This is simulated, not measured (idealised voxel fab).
process module | voxel tone inversion
cross-section cut | 175 nm wide | cells 5 nm
A cross-section is a grid of square cells, given in bands from the top down. A band is one or more rows of cells.
Each band's line starts with the height of the band's top and of its bottom, in nm. Then come its materials from left to right, each with its width in nm. One material with "throughout" fills the band from edge to edge. "air" is empty space.
Height 0 is the level under which the wafer as received is all one material. The lowest band goes on downwards, as in "0 down".
A width such as "30 to 40" changes by the same amount from each row of cells to the next, from the band's top row to its bottom row.
"no change" after a step means that no cell of the cross-section changed.
closed voids: empty space of 8 cells or more with no open way to the top, each as width x height at its distance from the left edge, in nm
after a step's settings: what the simulator itself notes on the step
overlay nm, on a step with a mask: how far to the right of its planned place the mask lay; to the left if negative
plan
1 op RECEIVE | material Si
2 op CONFORMAL_DEP | material SiCN | thk nm 10
3 op DIRECTIONAL_DEP | material polySi | thk nm 25
4 op PATTERN | tone cover | mask id POSTS | material resist | width nm 15 | pitch nm 50 | thk nm 35 | overlay nm 0
5 op DIRECTIONAL_ETCH | etch materials polySi | depth nm 25
6 op STRIP | etch materials resist
7 op FILL_DEP | material SiO2 | thk nm 10
8 op CMP | height nm 35
9 op STRIP | etch materials polySi
10 op CONFORMAL_DEP | material TiN | thk nm 5
11 op FILL_DEP | material Cu | thk nm 10
12 op CMP | height nm 35
13 op CONFORMAL_DEP | material SiCN | thk nm 5
varied across the wafers: width nm of step 4. The plan shows the first wafer's value. All wafers start alike
first wafer as received, after step 1
  0 down: Si throughout
  closed voids: none
each wafer at the end: cells of each material gained (+) or lost (-) since it was received, then its closed voids
width nm 15 | +12 Cu | +105 SiCN | +130 SiO2 | +33 TiN | closed voids: none
width nm 20 | +24 Cu | +105 SiCN | +115 SiO2 | +36 TiN | closed voids: none
width nm 25 | +36 Cu | +105 SiCN | +100 SiO2 | +39 TiN | closed voids: none
width nm 30 | +48 Cu | +105 SiCN | +85 SiO2 | +42 TiN | closed voids: none
width nm 35 | +60 Cu | +105 SiCN | +70 SiO2 | +45 TiN | closed voids: none
